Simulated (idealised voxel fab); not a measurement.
Proc. module: voxel self aligned vias
cross-section cut | 175 nm wide | cells 5 nm
In what follows, cross-sections appear as grids of square cells, described through bands that run from the top down, where every band is one or more rows of cells. For a band, the entry starts with two heights in nm, that of the top and then that of the bottom, and carries on with the band's materials in order from left to right, each alongside its width in nm; the word "full width" beside a single material means it fills the band edge to edge, and "blank" means empty space. The reference from which all heights are counted is 0, the level beneath which the as-received wafer is entirely one material; the lowest band, having no lower bound, proceeds downward and is written after the example "top 0, no bottom". Per-row width for "30..40": begins at first number (top row of band), ends at second number (bottom row), increment between rows held constant. Where the words "everything unchanged" appear for a step, the cross-section shows no cell changed by that step; every cell remained as before. You'll see "Enclosed void listing" listing empty spaces that have no way open to the top, as long as they're 8 cells or more; the notation is width x height at distance, where the distance is from the left edge, and all of it is in nm. If you see something after the settings on a step's line, that's the simulator's own remark about that step. overlay nm: how far to the right of its planned place the mask lay on this masked step (negative: to the left).

**These are the steps we planned for the process**
1 RECEIVE: material Si
2 CONFORMAL_DEP: material SiO2, thk nm 15
3 CONFORMAL_DEP: material SiCN, thk nm 5
4 DIRECTIONAL_DEP: material lowk, thk nm 20
5 MASKED_ETCH: tone open, mask id LINES, width nm 30, pitch nm 70, etch materials lowk, depth nm 20, overlay nm 0
6 CONFORMAL_DEP: material TiN, thk nm 5
7 FILL_DEP: material Ru, thk nm 10
8 CMP: height nm 40
9 SELECTIVE_ETCH: etch materials W Ru TiN, depth nm 5
10 FILL_DEP: material SiN, thk nm 10
11 CMP: height nm 40
12 DIRECTIONAL_DEP: material lowk, thk nm 20
13 DIRECTIONAL_DEP: material aC, thk nm 15
14 PATTERN: tone open, mask id VIAS, material resist, width nm 40, pitch nm 70, thk nm 30, overlay nm 0
15 DIRECTIONAL_ETCH: etch materials aC, depth nm 15
16 STRIP: etch materials resist
17 DIRECTIONAL_ETCH: etch materials lowk, depth nm 20
18 DIRECTIONAL_ETCH: etch materials SiN, depth nm 5
19 STRIP: etch materials aC
20 CONFORMAL_DEP: material TiN, thk nm 5
21 FILL_DEP: material Ru, thk nm 10
22 CMP: height nm 60
23 CONFORMAL_DEP: material SiCN, thk nm 5

**First out of two wafers; run went to plan**

**Here's what the wafer looked like in cross-section when it arrived - that's after step 1**
	top 0, no bottom: Si full width
	Enclosed void listing: none

**State of the wafer after step 2, shown in cross-section**
	top 15, bottom 0: SiO2 full width
	Rest of section, below 0: as before.

**State of the wafer after step 3, shown in cross-section**
	top 20, bottom 15: SiCN full width
	Rest of section, below 15: as before.

**State of the wafer after step 4, shown in cross-section**
	top 40, bottom 20: lowk full width
	Rest of section, below 20: as before.

**State of the wafer after step 5, shown in cross-section**
	top 40, bottom 20: lowk (35); blank (30); lowk (40); blank (30); lowk (40)
	Rest of section, below 20: as before.

**State of the wafer after step 6, shown in cross-section**
	top 45, bottom 40: TiN (40); blank (20); TiN (50); blank (20); TiN (45)
	top 40, bottom 25: lowk (35); TiN (5); blank (20); TiN (5); lowk (40); TiN (5); blank (20); TiN (5); lowk (40)
	top 25, bottom 20: lowk (35); TiN (30); lowk (40); TiN (30); lowk (40)
	Rest of section, below 20: as before.

**State of the wafer after step 7, shown in cross-section**
	top 55, bottom 45: Ru full width
	top 45, bottom 40: TiN (40); Ru (20); TiN (50); Ru (20); TiN (45)
	top 40, bottom 25: lowk (35); TiN (5); Ru (20); TiN (5); lowk (40); TiN (5); Ru (20); TiN (5); lowk (40)
	Rest of section, below 25: as before.

**State of the wafer after step 8, shown in cross-section**
	top 40, bottom 25: lowk (35); TiN (5); Ru (20); TiN (5); lowk (40); TiN (5); Ru (20); TiN (5); lowk (40)
	Rest of section, below 25: as before.

**State of the wafer after step 9, shown in cross-section**
	top 40, bottom 35: lowk (35); blank (30); lowk (40); blank (30); lowk (40)
	Rest of section, below 35: as before.

**State of the wafer after step 10, shown in cross-section**
	top 50, bottom 40: SiN full width
	top 40, bottom 35: lowk (35); SiN (30); lowk (40); SiN (30); lowk (40)
	Rest of section, below 35: as before.

**State of the wafer after step 11, shown in cross-section**
	top 40, bottom 35: lowk (35); SiN (30); lowk (40); SiN (30); lowk (40)
	Rest of section, below 35: as before.

**State of the wafer after step 12, shown in cross-section**
	top 60, bottom 40: lowk full width
	Rest of section, below 40: as before.

**State of the wafer after step 13, shown in cross-section**
	top 75, bottom 60: aC full width
	Rest of section, below 60: as before.

**State of the wafer after step 14, shown in cross-section**
	top 105, bottom 75: resist (30); blank (40); resist (30); blank (40); resist (35)
	Rest of section, below 75: as before.

**State of the wafer after step 15, shown in cross-section**
	top 90, bottom 75: resist (30); blank (40); resist (30); blank (40); resist (35)
	top 75, bottom 60: aC (30); blank (40); aC (30); blank (40); aC (35)
	Rest of section, below 60: as before.

**State of the wafer after step 16, shown in cross-section**
	top 75, bottom 60: aC (30); blank (40); aC (30); blank (40); aC (35)
	Rest of section, below 60: as before.

**State of the wafer after step 17, shown in cross-section**
	top 75, bottom 60: aC (30); blank (40); aC (30); blank (40); aC (35)
	top 60, bottom 40: lowk (30); blank (40); lowk (30); blank (40); lowk (35)
	Rest of section, below 40: as before.

**State of the wafer after step 18, shown in cross-section**
	top 75, bottom 60: aC (30); blank (40); aC (30); blank (40); aC (35)
	top 60, bottom 40: lowk (30); blank (40); lowk (30); blank (40); lowk (35)
	top 40, bottom 35: lowk (35); blank (30); lowk (40); blank (30); lowk (40)
	Rest of section, below 35: as before.

**State of the wafer after step 19, shown in cross-section**
	top 60, bottom 40: lowk (30); blank (40); lowk (30); blank (40); lowk (35)
	Rest of section, below 40: as before.

**State of the wafer after step 20, shown in cross-section**
	top 65, bottom 60: TiN (35); blank (30); TiN (40); blank (30); TiN (40)
	top 60, bottom 45: lowk (30); TiN (5); blank (30); TiN (5); lowk (30); TiN (5); blank (30); TiN (5); lowk (35)
	top 45, bottom 40: lowk (30); TiN (10); blank (20); TiN (10); lowk (30); TiN (10); blank (20); TiN (10); lowk (35)
	top 40, bottom 35: lowk (35); TiN (30); lowk (40); TiN (30); lowk (40)
	Rest of section, below 35: as before.

**State of the wafer after step 21, shown in cross-section**
	top 75, bottom 65: Ru full width
	top 65, bottom 60: TiN (35); Ru (30); TiN (40); Ru (30); TiN (40)
	top 60, bottom 45: lowk (30); TiN (5); Ru (30); TiN (5); lowk (30); TiN (5); Ru (30); TiN (5); lowk (35)
	top 45, bottom 40: lowk (30); TiN (10); Ru (20); TiN (10); lowk (30); TiN (10); Ru (20); TiN (10); lowk (35)
	Rest of section, below 40: as before.

**State of the wafer after step 22, shown in cross-section**
	top 60, bottom 45: lowk (30); TiN (5); Ru (30); TiN (5); lowk (30); TiN (5); Ru (30); TiN (5); lowk (35)
	Rest of section, below 45: as before.

**State of the wafer after step 23, shown in cross-section**
	top 65, bottom 60: SiCN full width
	Rest of section, below 60: as before.

**Second wafer, same starting conditions and recipe as the first, one mistake in executing it, nothing differs from the first up to and including step 13**

**when step 14 should have ended**
	top 105, bottom 75: resist (35); blank (30); resist (40); blank (30); resist (40)
	Rest of section, below 75: as before.

**when step 15 should have ended**
	top 90, bottom 75: resist (35); blank (30); resist (40); blank (30); resist (40)
	top 75, bottom 60: aC (35); blank (30); aC (40); blank (30); aC (40)
	Rest of section, below 60: as before.

**when step 16 should have ended**
	top 75, bottom 60: aC (35); blank (30); aC (40); blank (30); aC (40)
	Rest of section, below 60: as before.

**when step 17 should have ended**
	top 75, bottom 60: aC (35); blank (30); aC (40); blank (30); aC (40)
	top 60, bottom 40: lowk (35); blank (30); lowk (40); blank (30); lowk (40)
	Rest of section, below 40: as before.

**when step 18 should have ended**
	top 75, bottom 60: aC (35); blank (30); aC (40); blank (30); aC (40)
	top 60, bottom 35: lowk (35); blank (30); lowk (40); blank (30); lowk (40)
	Rest of section, below 35: as before.

**when step 19 should have ended**
	top 60, bottom 35: lowk (35); blank (30); lowk (40); blank (30); lowk (40)
	Rest of section, below 35: as before.

**when step 20 should have ended**
	top 65, bottom 60: TiN (40); blank (20); TiN (50); blank (20); TiN (45)
	top 60, bottom 40: lowk (35); TiN (5); blank (20); TiN (5); lowk (40); TiN (5); blank (20); TiN (5); lowk (40)
	top 40, bottom 35: lowk (35); TiN (30); lowk (40); TiN (30); lowk (40)
	Rest of section, below 35: as before.

**when step 21 should have ended**
	top 75, bottom 65: Ru full width
	top 65, bottom 60: TiN (40); Ru (20); TiN (50); Ru (20); TiN (45)
	top 60, bottom 40: lowk (35); TiN (5); Ru (20); TiN (5); lowk (40); TiN (5); Ru (20); TiN (5); lowk (40)
	Rest of section, below 40: as before.

**when step 22 should have ended**
	top 60, bottom 40: lowk (35); TiN (5); Ru (20); TiN (5); lowk (40); TiN (5); Ru (20); TiN (5); lowk (40)
	Rest of section, below 40: as before.

**when step 23 should have ended**
	top 65, bottom 60: SiCN full width
	Rest of section, below 60: as before.
So what did we get wrong on this run? step 14 ran with different settings than intended, the actual operation and settings being PATTERN: tone open, mask id VIAS, material resist, width nm 30, pitch nm 70, thk nm 30, overlay nm 0
The final cell counts differ between the wafers, with the second having more or fewer of some materials than the first: Ru: 12 fewer | TiN: 4 fewer | lowk: 16 more
